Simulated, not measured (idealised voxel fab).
process module | voxel spacer lines
cross-section cut | 260 nm wide | cells 5 nm
A cross-section is a grid of square cells, given in bands from the top down. A band is one or more rows of cells.
Each band's line starts with the height of the band's top and of its bottom, in nm. Then come its materials from left to right, each with its width in nm. One material with "throughout" fills the band from edge to edge. "air" is empty space.
Height 0 is the level under which the wafer as received is all one material. The lowest band goes on downwards, as in "0 down".
A width such as "30 to 40" changes by the same amount from each row of cells to the next, from the band's top row to its bottom row.
"no change" after a step means that no cell of the cross-section changed.
closed voids: empty space of 8 cells or more with no open way to the top, each as width x height at its distance from the left edge, in nm
after a step's settings: what the simulator itself notes on the step
overlay nm, on a step with a mask: how far to the right of its planned place the mask lay; to the left if negative
plan
1 op RECEIVE | material Si
2 op CONFORMAL_DEP | material Al2O3 | thk nm 5
3 op DIRECTIONAL_DEP | material SiN | thk nm 15
4 op DIRECTIONAL_DEP | material aC | thk nm 25
5 op PATTERN | tone cover | mask id MANDREL | material resist | width nm 20 | pitch nm 60 | thk nm 35 | overlay nm 0
6 op DIRECTIONAL_ETCH | etch materials aC | depth nm 25
7 op STRIP | etch materials resist
8 op CONFORMAL_DEP | material SiO2 | thk nm 10
9 op DIRECTIONAL_ETCH | etch materials SiO2 | depth nm 10
10 op STRIP | etch materials aC
11 op DIRECTIONAL_ETCH | etch materials SiN | depth nm 15
12 op STRIP | etch materials SiO2
first wafer, as planned
as received, after step 1
  0 down: Si throughout
  closed voids: none
after step 2
  5 to 0: Al2O3 throughout
  below 0: unchanged
after step 3
  20 to 5: SiN throughout
  below 5: unchanged
after step 4
  45 to 20: aC throughout
  below 20: unchanged
after step 5
  80 to 45: air 90 | resist 20 | air 40 | resist 20 | air 90
  below 45: unchanged
after step 6
  55 to 45: air 90 | resist 20 | air 40 | resist 20 | air 90
  45 to 20: air 90 | aC 20 | air 40 | aC 20 | air 90
  below 20: unchanged
after step 7
  45 to 20: air 90 | aC 20 | air 40 | aC 20 | air 90
  below 20: unchanged
after step 8
  55 to 45: air 80 | SiO2 40 | air 20 | SiO2 40 | air 80
  45 to 30: air 80 | SiO2 10 | aC 20 | SiO2 10 | air 20 | SiO2 10 | aC 20 | SiO2 10 | air 80
  30 to 20: SiO2 90 | aC 20 | SiO2 40 | aC 20 | SiO2 90
  below 20: unchanged
after step 9
  45 to 20: air 80 | SiO2 10 | aC 20 | SiO2 10 | air 20 | SiO2 10 | aC 20 | SiO2 10 | air 80
  below 20: unchanged
after step 10
  45 to 20: air 80 | SiO2 10 | air 20 | SiO2 10 | air 20 | SiO2 10 | air 20 | SiO2 10 | air 80
  below 20: unchanged
after step 11
  45 to 20: air 80 | SiO2 10 | air 20 | SiO2 10 | air 20 | SiO2 10 | air 20 | SiO2 10 | air 80
  20 to 5: air 80 | SiN 10 | air 20 | SiN 10 | air 20 | SiN 10 | air 20 | SiN 10 | air 80
  below 5: unchanged
after step 12
  20 to 5: air 80 | SiN 10 | air 20 | SiN 10 | air 20 | SiN 10 | air 20 | SiN 10 | air 80
  below 5: unchanged
second wafer: like start, like plan, one mistake. Through step 1 it matches the first wafer
when step 2 should have ended
  15 to 0: Al2O3 throughout
  below 0: unchanged
when step 3 should have ended
  30 to 15: SiN throughout
  below 15: unchanged
when step 4 should have ended
  55 to 30: aC throughout
  below 30: unchanged
when step 5 should have ended
  90 to 55: air 90 | resist 20 | air 40 | resist 20 | air 90
  below 55: unchanged
when step 6 should have ended
  65 to 55: air 90 | resist 20 | air 40 | resist 20 | air 90
  55 to 30: air 90 | aC 20 | air 40 | aC 20 | air 90
  below 30: unchanged
when step 7 should have ended
  55 to 30: air 90 | aC 20 | air 40 | aC 20 | air 90
  below 30: unchanged
when step 8 should have ended
  65 to 55: air 80 | SiO2 40 | air 20 | SiO2 40 | air 80
  55 to 40: air 80 | SiO2 10 | aC 20 | SiO2 10 | air 20 | SiO2 10 | aC 20 | SiO2 10 | air 80
  40 to 30: SiO2 90 | aC 20 | SiO2 40 | aC 20 | SiO2 90
  below 30: unchanged
when step 9 should have ended
  55 to 30: air 80 | SiO2 10 | aC 20 | SiO2 10 | air 20 | SiO2 10 | aC 20 | SiO2 10 | air 80
  below 30: unchanged
when step 10 should have ended
  55 to 30: air 80 | SiO2 10 | air 20 | SiO2 10 | air 20 | SiO2 10 | air 20 | SiO2 10 | air 80
  below 30: unchanged
when step 11 should have ended
  55 to 30: air 80 | SiO2 10 | air 20 | SiO2 10 | air 20 | SiO2 10 | air 20 | SiO2 10 | air 80
  30 to 15: air 80 | SiN 10 | air 20 | SiN 10 | air 20 | SiN 10 | air 20 | SiN 10 | air 80
  below 15: unchanged
when step 12 should have ended
  30 to 15: air 80 | SiN 10 | air 20 | SiN 10 | air 20 | SiN 10 | air 20 | SiN 10 | air 80
  below 15: unchanged
what went wrong: step 2 ran as: op CONFORMAL_DEP | material Al2O3 | thk nm 15
at the end the second wafer has, in cells: 104 more of Al2O3
